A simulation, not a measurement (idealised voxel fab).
The following is a process module called voxel capacitor over wiring.
The width of the displayed cross-section, cut, is 205 nm; its cells are square, with a size of 5 nm.
Think of the cross-section as a grid of square cells. We describe it in bands, top to bottom, and each band covers one or more rows of those cells.
Heads up on the band format: heights come first, top then bottom, in nm. After that it's the materials left to right, each with its width in nm. A single material flagged "edge to edge" fills the whole band edge to edge, and "blank" means there's empty space there.
Counting heights begins at 0, where everything beneath is, in the wafer as received, one material. The lowest band has no bottom; it goes on downwards, as "0 down" shows.
Per-row width for "30->40": begins at first number (top row of band), ends at second number (bottom row), increment between rows held constant.
When a step is marked "left unchanged", none of the cells in the cross-section changed during that step.
Empty spaces without an open route to the top, at least 8 cells in extent, make up the entry "Completely enclosed voids"; each is given as width x height at distance, where the distance is measured from the left edge, and all are in nm.
That trailing text on a step's line, after the settings, is the simulator's own remark on the step.
The line of a step may include "overlay nm". On a step with a mask, this value is how far to the right of its planned place the mask lay. A negative value means the mask lay to the left.

So here's the lineup of process steps we planned
1,RECEIVE, material Si
2,CONFORMAL_DEP, material SiO2, thk nm 10
3,DIRECTIONAL_DEP, material TiN, thk nm 5
4,DIRECTIONAL_DEP, material W, thk nm 15
5,MASKED_ETCH, tone cover, mask id METAL_1, width nm 25, pitch nm 90, etch materials W, depth nm 15, overlay nm 0
6,MASKED_ETCH, tone cover, mask id METAL_1, width nm 25, pitch nm 90, etch materials TiN, depth nm 5, overlay nm 0
7,FILL_DEP, material lowk, thk nm 10
8,CMP, height nm 25
9,CONFORMAL_DEP, material SiCN, thk nm 5
10,DIRECTIONAL_DEP, material SiO2, thk nm 10
11,DIRECTIONAL_DEP, material aC, thk nm 15
12,PATTERN, tone open, mask id PLUG_1, material resist, width nm 15, thk nm 30, overlay nm 0
13,DIRECTIONAL_ETCH, etch materials aC, depth nm 15
14,STRIP, etch materials resist
15,DIRECTIONAL_ETCH, etch materials SiO2, depth nm 10
16,DIRECTIONAL_ETCH, etch materials SiCN, depth nm 5
17,STRIP, etch materials aC
18,EPI, material Ru, thk nm 10
19,EPI, material Ru, thk nm 5
20,DIRECTIONAL_DEP, material TiN, thk nm 10
21,DIRECTIONAL_DEP, material SiN, thk nm 5
22,DIRECTIONAL_DEP, material TiN, thk nm 5
23,PATTERN, tone cover, mask id UPPER_PLATE, material resist, width nm 70, thk nm 15, overlay nm 0
24,DIRECTIONAL_ETCH, etch materials TiN, depth nm 5
25,DIRECTIONAL_ETCH, etch materials SiN, depth nm 5
26,STRIP, etch materials resist
27,PATTERN, tone cover, mask id LOWER_PLATE, material resist, width nm 80, thk nm 15, overlay nm 0
28,DIRECTIONAL_ETCH, etch materials TiN, depth nm 10
29,STRIP, etch materials resist
30,FILL_DEP, material SiO2, thk nm 15
31,CMP, height nm 75
32,MASKED_ETCH, tone open, mask id PLUG_2, width nm 15, etch materials SiO2, depth nm 10, overlay nm 0
33,CONFORMAL_DEP, material TiN, thk nm 5
34,FILL_DEP, material Cu, thk nm 5
35,CMP, height nm 75
36,CONFORMAL_DEP, material SiN, thk nm 5
Split variable: height nm, step 8. Plan value = first wafer. Wafers start alike.

Sectional view: first of several wafers, as received, after step 1
> 0 down | Si edge to edge
> Completely enclosed voids: none

Cross-section, first of several wafers, end of module, after last step 36
> 80 to 75 | SiN edge to edge
> 75 to 70 | 65 nm SiO2 / 5 nm TiN / 5 nm Cu / 5 nm TiN / 125 nm SiO2
> 70 to 65 | 65 nm SiO2 / 15 nm TiN / 125 nm SiO2
> 65 to 60 | SiO2 edge to edge
> 60 to 55 | 55 nm SiO2 / 70 nm TiN / 80 nm SiO2
> 55 to 50 | 55 nm SiO2 / 70 nm SiN / 80 nm SiO2
> 50 to 40 | 50 nm SiO2 / 80 nm TiN / 75 nm SiO2
> 40 to 30 | 55 nm SiO2 / 15 nm Ru / 135 nm SiO2
> 30 to 25 | 55 nm SiCN / 15 nm Ru / 135 nm SiCN
> 25 to 15 | 45 nm lowk / 25 nm W / 65 nm lowk / 25 nm W / 45 nm lowk
> 15 to 10 | 45 nm lowk / 25 nm TiN / 65 nm lowk / 25 nm TiN / 45 nm lowk
> 10 to 0 | SiO2 edge to edge
> 0 down | Si edge to edge
> Completely enclosed voids: none

The module's end: a cross-section of the last wafer
> 80 to 75 | SiN edge to edge
> 75 to 70 | 65 nm SiO2 / 60 nm TiN / 80 nm SiO2
> 70 to 65 | 65 nm SiO2 / 5 nm TiN / 55 nm SiN / 80 nm SiO2
> 65 to 60 | 50 nm SiO2 / 5 nm TiN / 15 nm SiO2 / 60 nm TiN / 75 nm SiO2
> 60 to 55 | 50 nm SiO2 / 80 nm TiN / 75 nm SiO2
> 55 to 50 | 55 nm SiO2 / 15 nm SiN / 135 nm SiO2
> 50 to 45 | 55 nm SiO2 / 15 nm TiN / 135 nm SiO2
> 45 to 40 | 55 nm SiCN / 15 nm TiN / 135 nm SiCN
> 40 to 30 | lowk edge to edge
> 30 to 15 | 45 nm lowk / 25 nm W / 65 nm lowk / 25 nm W / 45 nm lowk
> 15 to 10 | 45 nm lowk / 25 nm TiN / 65 nm lowk / 25 nm TiN / 45 nm lowk
> 10 to 0 | SiO2 edge to edge
> 0 down | Si edge to edge
> Completely enclosed voids: none

Per-wafer rows below. For each material: cells gained (+) or lost (-) since the wafer was received, as of end of module. Then: closed voids
height nm 25; +1 Cu; +9 Ru; +38 SiCN; +55 SiN; +379 SiO2; +61 TiN; +20 W; +93 lowk; Completely enclosed voids: none
height nm 30; +1 Cu; +9 Ru; +38 SiCN; +55 SiN; +338 SiO2; +61 TiN; +30 W; +124 lowk; Completely enclosed voids: none
height nm 35; +38 SiCN; +55 SiN; +308 SiO2; +60 TiN; +30 W; +165 lowk; Completely enclosed voids: none
height nm 40; +38 SiCN; +55 SiN; +269 SiO2; +58 TiN; +30 W; +206 lowk; Completely enclosed voids: none
